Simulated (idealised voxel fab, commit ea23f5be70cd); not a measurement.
You're looking at the process module voxel ribs on slabs.
The width of the displayed cross-section, cut, is 290 nm; its cells are square, with a size of 5 nm.
A cross-section in this document is a grid of square cells, and it is written down as bands, the top band listed before the ones below it; a band is made up of one or more rows of cells.
Read a band's entry like this: the first values are the height of its top and the height of its bottom in nm, and what follows is the sequence of materials from left to right, each with its width in nm. Note that "air" is empty space, and that a single material marked "all across" reaches across the band from edge to edge.
The level at which height equals 0 is the one under which the wafer, as it arrives, is entirely one material. No lower edge exists for the bottom band, which continues downward and is notated as in "z 0 and below".
A width such as "30 to 40" changes by the same amount from each row of cells to the next, from the band's top row to its bottom row.
Where a step carries "no modifications", the cross-section came out of it unchanged, cell for cell.
The list in "Cavities, sealed" covers empty spaces of 8 cells or more that cannot reach the top through any open way, and it gives each as width x height at distance; the distance is from the left edge, and width, height and distance are in nm.
Read whatever lies past the settings on a step's line as the simulator's own remark about the step.
overlay nm: mask right of planned place by this much (step with mask). Neg. = left.

# Below is the list of planned process steps
1 RECEIVE,material Si
2 DIRECTIONAL_DEP,material SiO2,thk nm 20
3 DIRECTIONAL_DEP,material polySi,thk nm 25
4 DIRECTIONAL_DEP,material aC,thk nm 10
5 PATTERN,tone cover,mask id RIB,material resist,width nm 20,thk nm 25,overlay nm 0
6 DIRECTIONAL_ETCH,etch materials aC,depth nm 10
7 STRIP,etch materials resist
8 DIRECTIONAL_ETCH,etch materials polySi,depth nm 5
9 STRIP,etch materials aC
10 PATTERN,tone cover,mask id SLAB,material resist,width nm 70,thk nm 15,overlay nm 0
11 DIRECTIONAL_ETCH,etch materials polySi,depth nm 20
12 STRIP,etch materials resist
13 FILL_DEP,material SiO2,thk nm 30
14 CMP,height nm 65
15 DIRECTIONAL_DEP,material W,thk nm 5
16 MASKED_ETCH,tone cover,mask id HEATER,width nm 30,etch materials W,depth nm 5,overlay nm 0
17 CONFORMAL_DEP,material SiO2,thk nm 5

# So, the first of our two wafers, run just as we planned it

# This is the cross-section of the wafer as we received it, i.e. after step 1
- z 0 and below | Si all across
- Cavities, sealed: none

# After step 2: wafer cross-section
- z 20 to 0 | SiO2 all across
- Below 0, the layers are the same as they were.

# After step 3: wafer cross-section
- z 45 to 20 | polySi all across
- Below 20, the layers are the same as they were.

# After step 4: wafer cross-section
- z 55 to 45 | aC all across
- Below 45, the layers are the same as they were.

# After step 5: wafer cross-section
- z 80 to 55 | air=135, then resist=20, then air=135
- Below 55, the layers are the same as they were.

# After step 6: wafer cross-section
- z 70 to 55 | air=135, then resist=20, then air=135
- z 55 to 45 | air=135, then aC=20, then air=135
- Below 45, the layers are the same as they were.

# After step 7: wafer cross-section
- z 55 to 45 | air=135, then aC=20, then air=135
- Below 45, the layers are the same as they were.

# After step 8: wafer cross-section
- z 55 to 45 | air=135, then aC=20, then air=135
- z 45 to 40 | air=135, then polySi=20, then air=135
- Below 40, the layers are the same as they were.

# After step 9: wafer cross-section
- z 45 to 40 | air=135, then polySi=20, then air=135
- Below 40, the layers are the same as they were.

# After step 10: wafer cross-section
- z 60 to 45 | air=110, then resist=70, then air=110
- z 45 to 40 | air=110, then resist=25, then polySi=20, then resist=25, then air=110
- Below 40, the layers are the same as they were.

# After step 11: wafer cross-section
- z 60 to 45 | air=110, then resist=70, then air=110
- z 45 to 40 | air=110, then resist=25, then polySi=20, then resist=25, then air=110
- z 40 to 20 | air=110, then polySi=70, then air=110
- Below 20, the layers are the same as they were.

# After step 12: wafer cross-section
- z 45 to 40 | air=135, then polySi=20, then air=135
- Below 40, the layers are the same as they were.

# After step 13: wafer cross-section
- z 75 to 45 | SiO2 all across
- z 45 to 40 | SiO2=135, then polySi=20, then SiO2=135
- z 40 to 20 | SiO2=110, then polySi=70, then SiO2=110
- Below 20, the layers are the same as they were.

# After step 14: wafer cross-section
- z 65 to 45 | SiO2 all across
- Below 45, the layers are the same as they were.

# After step 15: wafer cross-section
- z 70 to 65 | W all across
- Below 65, the layers are the same as they were.

# After step 16: wafer cross-section
- z 70 to 65 | air=130, then W=30, then air=130
- Below 65, the layers are the same as they were.

# After step 17: wafer cross-section
- z 75 to 70 | air=125, then SiO2=40, then air=125
- z 70 to 65 | SiO2=130, then W=30, then SiO2=130
- Below 65, the layers are the same as they were.

# Second wafer - shared start and plan with the first - one error in running - same as the first up to step 16 inclusive

# when step 17 should have ended
- z 75 to 70 | air=125, then aC=40, then air=125
- z 70 to 65 | aC=130, then W=30, then aC=130
- Below 65, the layers are the same as they were.
What was the processing mistake? step 17 off recipe, ran as CONFORMAL_DEP,material aC,thk nm 5
Heads up, by the end the second wafer has more or fewer cells of some materials compared to the first: SiO2: 60 fewer; aC: 60 more
